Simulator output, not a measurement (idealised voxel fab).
process module | voxel gate over fins
cross-section cut | 195 nm wide | cells 5 nm
A cross-section is a grid of square cells, given in bands from the top down. A band is one or more rows of cells.
Each band's line starts with the height of the band's top and of its bottom, in nm. Then come its materials from left to right, each with its width in nm. One material with "throughout" fills the band from edge to edge. "air" is empty space.
Height 0 is the level under which the wafer as received is all one material. The lowest band goes on downwards, as in "0 down".
A width such as "30 to 40" changes by the same amount from each row of cells to the next, from the band's top row to its bottom row.
"no change" after a step means that no cell of the cross-section changed.
closed voids: empty space of 8 cells or more with no open way to the top, each as width x height at its distance from the left edge, in nm
after a step's settings: what the simulator itself notes on the step
overlay nm, on a step with a mask: how far to the right of its planned place the mask lay; to the left if negative
plan
1 op RECEIVE | material Si
2 op CONFORMAL_DEP | material SiN | thk nm 5
3 op PATTERN | tone cover | mask id FINS | material resist | width nm 15 | pitch nm 40 | thk nm 20 | overlay nm 0
4 op DIRECTIONAL_ETCH | etch materials SiN | depth nm 5
5 op DIRECTIONAL_ETCH | etch materials Si | depth nm 35
6 op STRIP | etch materials resist
7 op OXIDIZE | depth nm 5
8 op FILL_DEP | material SiO2 | thk nm 15
9 op CMP | height nm 5
10 op SELECTIVE_ETCH | etch materials SiO2 | depth nm 20
11 op STRIP | etch materials SiN
12 op CONFORMAL_DEP | material HfO2 | thk nm 5
13 op CONFORMAL_DEP | material TiN | thk nm 5
14 op FILL_DEP | material W | thk nm 15
15 op CMP | height nm 20
16 op CONFORMAL_DEP | material SiCN | thk nm 10
first wafer, as planned
as received, after step 1
  0 down: Si throughout
  closed voids: none
after step 2
  5 to 0: SiN throughout
  below 0: unchanged
after step 3
  25 to 5: air 70 | resist 15 | air 25 | resist 15 | air 70
  below 5: unchanged
after step 4
  25 to 5: air 70 | resist 15 | air 25 | resist 15 | air 70
  5 to 0: air 70 | SiN 15 | air 25 | SiN 15 | air 70
  below 0: unchanged
after step 5
  25 to 5: air 70 | resist 15 | air 25 | resist 15 | air 70
  5 to 0: air 70 | SiN 15 | air 25 | SiN 15 | air 70
  0 to -35: air 70 | Si 15 | air 25 | Si 15 | air 70
  below -35: unchanged
after step 6
  5 to 0: air 70 | SiN 15 | air 25 | SiN 15 | air 70
  below 0: unchanged
after step 7
  5 to 0: air 70 | SiN 15 | air 25 | SiN 15 | air 70
  0 to -35: air 70 | SiO2 5 | Si 5 | SiO2 5 | air 25 | SiO2 5 | Si 5 | SiO2 5 | air 70
  -35 to -40: SiO2 75 | Si 5 | SiO2 35 | Si 5 | SiO2 75
  below -40: unchanged
after step 8
  20 to 5: SiO2 throughout
  5 to 0: SiO2 70 | SiN 15 | SiO2 25 | SiN 15 | SiO2 70
  0 to -40: SiO2 75 | Si 5 | SiO2 35 | Si 5 | SiO2 75
  below -40: unchanged
after step 9
  5 to 0: SiO2 70 | SiN 15 | SiO2 25 | SiN 15 | SiO2 70
  below 0: unchanged
after step 10
  5 to 0: air 70 | SiN 15 | air 25 | SiN 15 | air 70
  0 to -15: air 75 | Si 5 | air 35 | Si 5 | air 75
  below -15: unchanged
after step 11
  0 to -15: air 75 | Si 5 | air 35 | Si 5 | air 75
  below -15: unchanged
after step 12
  5 to 0: air 70 | HfO2 15 | air 25 | HfO2 15 | air 70
  0 to -10: air 70 | HfO2 5 | Si 5 | HfO2 5 | air 25 | HfO2 5 | Si 5 | HfO2 5 | air 70
  -10 to -15: HfO2 75 | Si 5 | HfO2 35 | Si 5 | HfO2 75
  below -15: unchanged
after step 13
  10 to 5: air 65 | TiN 25 | air 15 | TiN 25 | air 65
  5 to 0: air 65 | TiN 5 | HfO2 15 | TiN 5 | air 15 | TiN 5 | HfO2 15 | TiN 5 | air 65
  0 to -5: air 65 | TiN 5 | HfO2 5 | Si 5 | HfO2 5 | TiN 5 | air 15 | TiN 5 | HfO2 5 | Si 5 | HfO2 5 | TiN 5 | air 65
  -5 to -10: TiN 70 | HfO2 5 | Si 5 | HfO2 5 | TiN 25 | HfO2 5 | Si 5 | HfO2 5 | TiN 70
  below -10: unchanged
after step 14
  25 to 10: W throughout
  10 to 5: W 65 | TiN 25 | W 15 | TiN 25 | W 65
  5 to 0: W 65 | TiN 5 | HfO2 15 | TiN 5 | W 15 | TiN 5 | HfO2 15 | TiN 5 | W 65
  0 to -5: W 65 | TiN 5 | HfO2 5 | Si 5 | HfO2 5 | TiN 5 | W 15 | TiN 5 | HfO2 5 | Si 5 | HfO2 5 | TiN 5 | W 65
  below -5: unchanged
after step 15
  20 to 10: W throughout
  below 10: unchanged
after step 16
  30 to 20: SiCN throughout
  below 20: unchanged
second wafer: like start, like plan, one mistake. Through step 9 it matches the first wafer
when step 10 should have ended
  5 to 0: SiO2 70 | air 15 | SiO2 25 | air 15 | SiO2 70
  below 0: unchanged
when step 11 should have ended
  0 to -15: air 75 | Si 5 | air 35 | Si 5 | air 75
  -15 to -20: SiO2 50 | air 25 | Si 5 | air 35 | Si 5 | air 25 | SiO2 50
  below -20: unchanged
when step 12 should have ended
  5 to 0: air 70 | HfO2 15 | air 25 | HfO2 15 | air 70
  0 to -10: air 70 | HfO2 5 | Si 5 | HfO2 5 | air 25 | HfO2 5 | Si 5 | HfO2 5 | air 70
  -10 to -15: HfO2 55 | air 15 | HfO2 5 | Si 5 | HfO2 5 | air 25 | HfO2 5 | Si 5 | HfO2 5 | air 15 | HfO2 55
  -15 to -20: SiO2 50 | HfO2 25 | Si 5 | HfO2 35 | Si 5 | HfO2 25 | SiO2 50
  below -20: unchanged
when step 13 should have ended
  10 to 5: air 65 | TiN 25 | air 15 | TiN 25 | air 65
  5 to 0: air 65 | TiN 5 | HfO2 15 | TiN 5 | air 15 | TiN 5 | HfO2 15 | TiN 5 | air 65
  0 to -5: air 65 | TiN 5 | HfO2 5 | Si 5 | HfO2 5 | TiN 5 | air 15 | TiN 5 | HfO2 5 | Si 5 | HfO2 5 | TiN 5 | air 65
  -5 to -10: TiN 60 | air 5 | TiN 5 | HfO2 5 | Si 5 | HfO2 5 | TiN 5 | air 15 | TiN 5 | HfO2 5 | Si 5 | HfO2 5 | TiN 5 | air 5 | TiN 60
  -10 to -15: HfO2 55 | TiN 15 | HfO2 5 | Si 5 | HfO2 5 | TiN 25 | HfO2 5 | Si 5 | HfO2 5 | TiN 15 | HfO2 55
  below -15: unchanged
when step 14 should have ended
  25 to 10: W throughout
  10 to 5: W 65 | TiN 25 | W 15 | TiN 25 | W 65
  5 to 0: W 65 | TiN 5 | HfO2 15 | TiN 5 | W 15 | TiN 5 | HfO2 15 | TiN 5 | W 65
  0 to -5: W 65 | TiN 5 | HfO2 5 | Si 5 | HfO2 5 | TiN 5 | W 15 | TiN 5 | HfO2 5 | Si 5 | HfO2 5 | TiN 5 | W 65
  -5 to -10: TiN 60 | W 5 | TiN 5 | HfO2 5 | Si 5 | HfO2 5 | TiN 5 | W 15 | TiN 5 | HfO2 5 | Si 5 | HfO2 5 | TiN 5 | W 5 | TiN 60
  below -10: unchanged
when step 15 should have ended
  20 to 10: W throughout
  below 10: unchanged
when step 16 should have ended
  30 to 20: SiCN throughout
  below 20: unchanged
what went wrong: steps 10 and 11 were swapped
at the end the second wafer has, in cells: 6 more of HfO2 | 17 fewer of SiO2 | 6 more of TiN | 5 more of W
